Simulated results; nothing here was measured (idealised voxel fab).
Herein follows the process module entitled voxel gate over fins.
In the cross-section labelled cut, the width is 230 nm and each square cell is 5 nm.
The cross-sections in this document take the form of a grid made of square cells. They are written out as bands, in order from top to bottom. Each band consists of one or more rows of cells. The band entry comprises the height of the band's top followed by the height of its bottom, expressed in nm, and subsequently the band's materials from left to right, each stated together with its width in nm. Where a single material is marked with the word "everywhere", that material fills the band from edge to edge. The word "air" represents empty space. Heads up on the height convention: 0 is the point under which the incoming wafer is all one material, and the lowest band has no bottom, it just keeps going down, like "top 0, no bottom". The two numbers in a width such as "30 to 40" mark its ends across the band: the first belongs to the top row of cells, the second to the bottom row, and from each row to the next the width moves by the same amount. The cross-section has no changed cell in any step marked "no modification". Heads up: "Voids, fully enclosed" only lists the empty pockets with no open path to the top that are 8 cells or more, and it writes them as width x height at distance, distance from the left edge, in nm. Anything after a step's settings on that line? It's the simulator's own note about the step. For masked steps, "overlay nm" on the step line gives how far right of plan the mask actually lay; a minus sign means it lay to the left.
Planned process steps:
step 1: op RECEIVE | material Si
step 2: op CONFORMAL_DEP | material SiN | thk nm 10
step 3: op MASKED_ETCH | tone cover | mask id FINS | width nm 15 | pitch nm 50 | etch materials SiN | depth nm 10 | overlay nm 0
step 4: op MASKED_ETCH | tone cover | mask id FINS | width nm 15 | pitch nm 50 | etch materials Si | depth nm 35 | overlay nm 0
step 5: op FILL_DEP | material SiO2 | thk nm 5
step 6: op CMP | height nm 10
step 7: op MASKED_ETCH | tone open | mask id RAIL | width nm 15 | etch materials SiO2 | depth nm 40 | overlay nm 0
step 8: op CONFORMAL_DEP | material TiN | thk nm 5
step 9: op FILL_DEP | material Ru | thk nm 10
step 10: op CMP | height nm 10
step 11: op SELECTIVE_ETCH | etch materials W Ru TiN | depth nm 35
step 12: op FILL_DEP | material SiO2 | thk nm 5
step 13: op CMP | height nm 10
step 14: op SELECTIVE_ETCH | etch materials SiO2 | depth nm 25
step 15: op STRIP | etch materials SiN
step 16: op CONFORMAL_DEP | material HfO2 | thk nm 5
step 17: op CONFORMAL_DEP | material TiN | thk nm 5
step 18: op CONFORMAL_DEP | material TiAl | thk nm 5
step 19: op CONFORMAL_DEP | material TiN | thk nm 5
step 20: op FILL_DEP | material W | thk nm 10
step 21: op CMP | height nm 25
step 22: op CONFORMAL_DEP | material SiCN | thk nm 5
Cross-section of the wafer as it came to us, i.e., already through step 1:
  top 0, no bottom: Si everywhere
  Voids, fully enclosed: none
The module was run from the start shown above using the plan shown above, but one mistake was made doing it; the resulting wafer cross-section is below:
  top 30, bottom 25: SiCN everywhere
  top 25, bottom 20: W everywhere
  top 20, bottom 15: W 60 nm / TiN 105 nm / W 65 nm
  top 15, bottom 10: W 60 nm / TiN 5 nm / TiAl 45 nm / TiN 5 nm / TiAl 45 nm / TiN 5 nm / W 65 nm
  top 10, bottom 5: W 60 nm / TiN 5 nm / TiAl 5 nm / TiN 35 nm / TiAl 5 nm / TiN 5 nm / TiAl 5 nm / TiN 35 nm / TiAl 5 nm / TiN 5 nm / W 65 nm
  top 5, bottom 0: TiN 65 nm / TiAl 5 nm / TiN 5 nm / HfO2 25 nm / TiN 5 nm / TiAl 5 nm / TiN 5 nm / TiAl 5 nm / TiN 5 nm / HfO2 25 nm / TiN 5 nm / TiAl 5 nm / TiN 70 nm
  top 0, bottom -5: TiAl 70 nm / TiN 5 nm / HfO2 5 nm / Si 15 nm / HfO2 5 nm / TiN 5 nm / TiAl 15 nm / TiN 5 nm / HfO2 5 nm / Si 15 nm / HfO2 5 nm / TiN 5 nm / TiAl 75 nm
  top -5, bottom -10: TiN 75 nm / HfO2 5 nm / Si 15 nm / HfO2 5 nm / TiN 25 nm / HfO2 5 nm / Si 15 nm / HfO2 5 nm / TiN 80 nm
  top -10, bottom -15: HfO2 80 nm / Si 15 nm / HfO2 35 nm / Si 15 nm / HfO2 85 nm
  top -15, bottom -25: SiO2 80 nm / Si 15 nm / SiO2 35 nm / Si 15 nm / SiO2 85 nm
  top -25, bottom -30: SiO2 80 nm / Si 15 nm / SiO2 5 nm / TiN 25 nm / SiO2 5 nm / Si 15 nm / SiO2 85 nm
  top -30, bottom -35: SiO2 80 nm / Si 15 nm / SiO2 35 nm / Si 15 nm / SiO2 85 nm
  top -35, no bottom: Si everywhere
  Voids, fully enclosed: none
Which mistake was made when the wafer was run? note that step 7 departed from the planned setting and was carried out as op MASKED_ETCH | tone open | mask id RAIL | width nm 25 | etch materials SiO2 | depth nm 40 | overlay nm 0
